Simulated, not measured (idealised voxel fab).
This is a process module. Its name is voxel self aligned vias.
Cross-section cut spans 185 nm and uses square cells 5 nm in size.
For the purposes of this document, a cross-section shall be understood as a grid of square cells, specified as bands listed in top-to-bottom order, each band consisting of one or more rows of cells.
Top height, bottom height, nm. Materials left to right, width each, nm. Single material + "edge to edge" = fills band edge to edge. "air" = empty.
A quick word on heights: they are counted from 0, and under that level the wafer as it came to us is one material throughout. The lowest band is different from the rest in having no bottom; it simply continues downward, written as in "0 nm and below".
You'd read "30->40" like this: the band's top row of cells is as wide as the first number, its bottom row is as wide as the second, and going down, every row changes width by the same amount as the row before did.
"no alteration" -> step changed no cross-section cell.
What "Fully sealed voids" gives you is every empty space of 8 cells or more that is cut off from the top. Each appears as width x height at distance, with the distance taken from the left edge and width, height and distance all in nm.
Whatever follows a step's settings on its line is a remark the simulator itself makes about that step.
overlay nm: where the mask lay relative to plan, measured to the right, on steps with a mask; negatives go left.

**Steps in the process plan**
1) RECEIVE, material Si
2) CONFORMAL_DEP, material SiO2, thk nm 15
3) CONFORMAL_DEP, material SiCN, thk nm 5
4) DIRECTIONAL_DEP, material SiO2, thk nm 30
5) DIRECTIONAL_DEP, material aC, thk nm 10
6) PATTERN, tone open, mask id LINES, material resist, width nm 25, pitch nm 50, thk nm 25, overlay nm 0
7) DIRECTIONAL_ETCH, etch materials aC, depth nm 10
8) STRIP, etch materials resist
9) DIRECTIONAL_ETCH, etch materials SiO2, depth nm 30
10) STRIP, etch materials aC
11) CONFORMAL_DEP, material TiN, thk nm 5
12) FILL_DEP, material W, thk nm 5
13) CMP, height nm 50
14) SELECTIVE_ETCH, etch materials W Ru TiN, depth nm 5
15) FILL_DEP, material SiN, thk nm 10
16) CMP, height nm 50
17) DIRECTIONAL_DEP, material SiO2, thk nm 15
18) MASKED_ETCH, tone open, mask id VIAS, width nm 35, etch materials SiO2, depth nm 15, overlay nm 0
19) MASKED_ETCH, tone open, mask id VIAS, width nm 35, etch materials SiN, depth nm 5, overlay nm 0
20) CONFORMAL_DEP, material TiN, thk nm 5
21) FILL_DEP, material Cu, thk nm 10
22) CMP, height nm 65
23) CONFORMAL_DEP, material SiCN, thk nm 5

**As received (post step 1): cross-section**
0 nm and below  Si edge to edge
Fully sealed voids: none

**Here's the cross-section of the first of our two wafers at the end of the module - it ran as planned**
70 nm to 65 nm  SiCN edge to edge
65 nm to 55 nm  50 of SiO2 / 5 of TiN / 25 of Cu / 5 of TiN / 100 of SiO2
55 nm to 50 nm  50 of SiO2 / 10 of TiN / 15 of Cu / 10 of TiN / 100 of SiO2
50 nm to 45 nm  55 of SiO2 / 25 of TiN / 25 of SiO2 / 25 of SiN / 55 of SiO2
45 nm to 25 nm  55 of SiO2 / 5 of TiN / 15 of W / 5 of TiN / 25 of SiO2 / 5 of TiN / 15 of W / 5 of TiN / 55 of SiO2
25 nm to 20 nm  55 of SiO2 / 25 of TiN / 25 of SiO2 / 25 of TiN / 55 of SiO2
20 nm to 15 nm  SiCN edge to edge
15 nm to 0 nm  SiO2 edge to edge
0 nm and below  Si edge to edge
Fully sealed voids: none

**Cross-section at end of module for the second wafer of two, which matched the first in starting point and plan and differed by one mistake in its processing**
70 nm to 65 nm  SiCN edge to edge
65 nm to 55 nm  55 of SiO2 / 25 of Cu / 105 of SiO2
55 nm to 50 nm  60 of SiO2 / 15 of Cu / 110 of SiO2
50 nm to 45 nm  105 of SiO2 / 25 of SiN / 55 of SiO2
45 nm to 25 nm  55 of SiO2 / 5 of TiN / 15 of W / 5 of TiN / 25 of SiO2 / 5 of TiN / 15 of W / 5 of TiN / 55 of SiO2
25 nm to 20 nm  55 of SiO2 / 25 of TiN / 25 of SiO2 / 25 of TiN / 55 of SiO2
20 nm to 15 nm  SiCN edge to edge
15 nm to 0 nm  SiO2 edge to edge
0 nm and below  Si edge to edge
Fully sealed voids: none
Finding, execution versus plan: for step 20, the planned setting was not used; the step was instead run as CONFORMAL_DEP, material SiO2, thk nm 5
End check, counted in cells, second wafer has more or fewer of these materials than the first: +13 SiO2, -13 TiN
